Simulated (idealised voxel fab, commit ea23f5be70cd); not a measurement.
process module | voxel released beams
cross-section cut | 205 nm wide | cells 5 nm
A cross-section is a grid of square cells, given in bands from the top down. A band is one or more rows of cells.
Each band's line starts with the height of the band's top and of its bottom, in nm. Then come its materials from left to right, each with its width in nm. One material with "throughout" fills the band from edge to edge. "air" is empty space.
Height 0 is the level under which the wafer as received is all one material. The lowest band goes on downwards, as in "0 down".
A width such as "30 to 40" changes by the same amount from each row of cells to the next, from the band's top row to its bottom row.
"no change" after a step means that no cell of the cross-section changed.
closed voids: empty space of 8 cells or more with no open way to the top, each as width x height at its distance from the left edge, in nm
after a step's settings: what the simulator itself notes on the step
overlay nm, on a step with a mask: how far to the right of its planned place the mask lay; to the left if negative
plan
1 op RECEIVE | material Si
2 op CONFORMAL_DEP | material SiN | thk nm 5
3 op DIRECTIONAL_DEP | material SiO2 | thk nm 20
4 op MASKED_ETCH | tone open | mask id ANCHOR | width nm 25 | etch materials SiO2 | depth nm 20 | overlay nm 0
5 op CONFORMAL_DEP | material polySi | thk nm 10
6 op PATTERN | tone cover | mask id BEAM | material resist | width nm 80 | thk nm 20 | overlay nm 0
7 op DIRECTIONAL_ETCH | etch materials polySi | depth nm 10
8 op STRIP | etch materials resist
9 op STRIP | etch materials SiO2
first wafer, as planned
as received, after step 1
  0 down: Si throughout
  closed voids: none
after step 2
  5 to 0: SiN throughout
  below 0: unchanged
after step 3
  25 to 5: SiO2 throughout
  below 5: unchanged
after step 4
  25 to 5: SiO2 65 | air 25 | SiO2 115
  below 5: unchanged
after step 5
  35 to 25: polySi 75 | air 5 | polySi 125
  25 to 15: SiO2 65 | polySi 10 | air 5 | polySi 10 | SiO2 115
  15 to 5: SiO2 65 | polySi 25 | SiO2 115
  below 5: unchanged
after step 6
  55 to 35: air 60 | resist 80 | air 65
  35 to 25: polySi 75 | resist 5 | polySi 125
  25 to 15: SiO2 65 | polySi 10 | resist 5 | polySi 10 | SiO2 115
  below 15: unchanged
after step 7
  55 to 35: air 60 | resist 80 | air 65
  35 to 25: air 60 | polySi 15 | resist 5 | polySi 60 | air 65
  below 25: unchanged
after step 8
  35 to 25: air 60 | polySi 15 | air 5 | polySi 60 | air 65
  25 to 15: SiO2 65 | polySi 10 | air 5 | polySi 10 | SiO2 115
  below 15: unchanged
after step 9
  35 to 25: air 60 | polySi 15 | air 5 | polySi 60 | air 65
  25 to 15: air 65 | polySi 10 | air 5 | polySi 10 | air 115
  15 to 5: air 65 | polySi 25 | air 115
  below 5: unchanged
second wafer: like start, like plan, one mistake. Through step 1 it matches the first wafer
when step 2 should have ended
  20 to 0: SiO2 throughout
  below 0: unchanged
when step 3 should have ended
  25 to 20: SiN throughout
  below 20: unchanged
when step 4 should have ended: no change
when step 5 should have ended
  35 to 25: polySi throughout
  below 25: unchanged
when step 6 should have ended
  55 to 35: air 60 | resist 80 | air 65
  below 35: unchanged
when step 7 should have ended
  55 to 35: air 60 | resist 80 | air 65
  35 to 25: air 60 | polySi 80 | air 65
  below 25: unchanged
when step 8 should have ended
  35 to 25: air 60 | polySi 80 | air 65
  below 25: unchanged
when step 9 should have ended: no change
what went wrong: steps 2 and 3 were swapped
at the end the second wafer has, in cells: 164 more of SiO2 | 16 fewer of polySi
